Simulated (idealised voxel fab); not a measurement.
The process module presented herein is designated voxel fin reveal.
It is cross-section cut that appears here, measuring 255 nm in width, its square cells being 5 nm in size.
Each cross-section below is a grid of square cells, stated as bands in top-down order, with one or more rows of cells making up each band.
It is stipulated that each band's entry specify, in nanometres, the height of the top of the band and then that of its bottom, followed by the materials of the band in left-to-right sequence, each together with its width in nanometres. A single material marked by the word "edge to edge" is understood to fill the band from edge to edge; the word "air" is understood to denote empty space.
Basically, 0 is our baseline, since under it the wafer straight out of the box is all one material. The bottom band has no lower end and keeps on going down, so it looks like "z 0 and below".
Read "30 to 40" as a graded width: first number on top, second number at the bottom, same change between each pair of neighbouring rows.
Reading "remained unchanged" for a step: not a cell of the cross-section changed in it.
In the "Closed void register" entry, you get each enclosed empty space of 8 cells or more, one with no open way to the top, written width x height at distance, distance from the left edge, in nm.
Text after the settings on a step's line: the simulator's own remark on that step.
"overlay nm" on a masked step: distance the mask lay right of its planned place, negative for left.

Planned process steps:
1) RECEIVE, material Si
2) CONFORMAL_DEP, material SiN, thk nm 10
3) DIRECTIONAL_DEP, material aC, thk nm 15
4) PATTERN, tone cover, mask id FINS, material resist, width nm 15, pitch nm 35, thk nm 30, overlay nm 0
5) DIRECTIONAL_ETCH, etch materials aC, depth nm 15
6) STRIP, etch materials resist
7) DIRECTIONAL_ETCH, etch materials SiN, depth nm 10
8) DIRECTIONAL_ETCH, etch materials Si, depth nm 30
9) STRIP, etch materials aC
10) OXIDIZE, depth nm 5
11) FILL_DEP, material SiO2, thk nm 5
12) CMP, height nm 10
13) SELECTIVE_ETCH, etch materials SiO2, depth nm 20
14) STRIP, etch materials SiN
Every wafer here starts from the same state; it is the step 13 depth nm that distinguishes them, and the value the plan gives belongs to the first wafer.

The first of several wafers in cross-section, exactly as it reached us after step 1:
  z 0 and below: Si edge to edge
  Closed void register: none

Cross-section of the first of several wafers, taken after step 14, where the module ends:
  z 0 to -10: air 105 nm / Si 5 nm / air 30 nm / Si 5 nm / air 110 nm
  z -10 to -35: SiO2 105 nm / Si 5 nm / SiO2 30 nm / Si 5 nm / SiO2 110 nm
  z -35 and below: Si edge to edge
  Closed void register: none

Last wafer x-sec, end of module:
  z 0 to -35: air 105 nm / Si 5 nm / air 30 nm / Si 5 nm / air 110 nm
  z -35 and below: Si edge to edge
  Closed void register: none

Per wafer, end of module: cells gained (+) or lost (-) per material since receipt, then closed voids:
depth nm 20, -343 Si, +245 SiO2, Closed void register: none
depth nm 25, -343 Si, +196 SiO2, Closed void register: none
depth nm 30, -343 Si, +147 SiO2, Closed void register: none
depth nm 35, -343 Si, +98 SiO2, Closed void register: none
depth nm 40, -343 Si, +49 SiO2, Closed void register: none
depth nm 45, -343 Si, Closed void register: none
